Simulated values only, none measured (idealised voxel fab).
Module name: voxel self aligned contacts (process module)
The cross-section shown here is cut; it is 240 nm wide and divided into square cells measuring 5 nm on a side.
Throughout this document, each cross-section is represented as a grid of square cells and is presented as a sequence of bands enumerated from the top downward, where a band comprises one or more rows of cells. Look at the band entry: it leads with the top's height and the bottom's height in nm. Then it lists the materials left to right, with a width in nm for each. The word "throughout" on a single material says that material fills the band edge to edge. The word "blank" is empty space. Ref level 0: as-received wafer is one material below here. Bottom band extends down with no lower bound ("from 0 down"). Width "30..40": first value at the band's top row of cells, second value at its bottom row, equal change from row to row. For the purposes of this document, the phrase "no change" attached to a step denotes that no cell within the cross-section was modified by that step. The label "Closed void register" introduces a list of the empty spaces, 8 cells or larger, that have no open way up to the top; each entry in it reads width x height at distance, where the distance is taken from the left edge and all three are stated in nm. Formally, on a step line, whatever follows the settings is a remark that the simulator itself makes on the step. Among the settings permitted on a step's line is "overlay nm"; applied to a step with a mask, it specifies the extent to which the mask lay to the right of its planned position, whereas a negative figure signifies a position to the left.

Process steps - plan:
1: op RECEIVE | material Si
2: op CONFORMAL_DEP | material SiO2 | thk nm 5
3: op DIRECTIONAL_DEP | material polySi | thk nm 20
4: op DIRECTIONAL_DEP | material SiN | thk nm 20
5: op MASKED_ETCH | tone cover | mask id GATE | width nm 25 | pitch nm 65 | etch materials SiN | depth nm 20 | overlay nm -15
6: op MASKED_ETCH | tone cover | mask id GATE | width nm 25 | pitch nm 65 | etch materials polySi | depth nm 20 | overlay nm 0
7: op CONFORMAL_DEP | material SiN | thk nm 10
8: op DIRECTIONAL_ETCH | etch materials SiN | depth nm 10
9: op FILL_DEP | material SiO2 | thk nm 10
10: op CMP | height nm 50
11: op DIRECTIONAL_DEP | material aC | thk nm 15
12: op PATTERN | tone open | mask id CONTACT | material resist | width nm 50 | pitch nm 65 | thk nm 30 | overlay nm 0
13: op DIRECTIONAL_ETCH | etch materials aC | depth nm 15
14: op STRIP | etch materials resist
15: op DIRECTIONAL_ETCH | etch materials SiO2 | depth nm 50
16: op STRIP | etch materials aC
17: op CONFORMAL_DEP | material TiN | thk nm 5
18: op FILL_DEP | material Ru | thk nm 10
19: op CMP | height nm 50
20: op CONFORMAL_DEP | material SiN | thk nm 5
varied across the wafers: overlay nm of step 5. The plan shows the first wafer's value. All wafers start alike

Step 1 complete: as-received cross-section of the first of several wafers:
> from 0 down | Si throughout
> Closed void register: none

Quick key for the table: a row per wafer, taken at the end of the module. For each material it tells you how many cells the wafer gained (+) or lost (-) since it came in, and the closed voids come after:
overlay nm -15 | +16 Ru | +204 SiN | +166 SiO2 | +46 TiN | +96 polySi | Closed void register: none
overlay nm -10 | +16 Ru | +204 SiN | +168 SiO2 | +56 TiN | +84 polySi | Closed void register: none
overlay nm -5 | +26 Ru | +204 SiN | +170 SiO2 | +56 TiN | +72 polySi | Closed void register: none
overlay nm 0 | +36 Ru | +204 SiN | +172 SiO2 | +56 TiN | +60 polySi | Closed void register: none
overlay nm 5 | +26 Ru | +204 SiN | +170 SiO2 | +56 TiN | +72 polySi | Closed void register: none
overlay nm 10 | +16 Ru | +204 SiN | +168 SiO2 | +56 TiN | +84 polySi | Closed void register: none
overlay nm 15 | +16 Ru | +204 SiN | +166 SiO2 | +46 TiN | +96 polySi | Closed void register: none
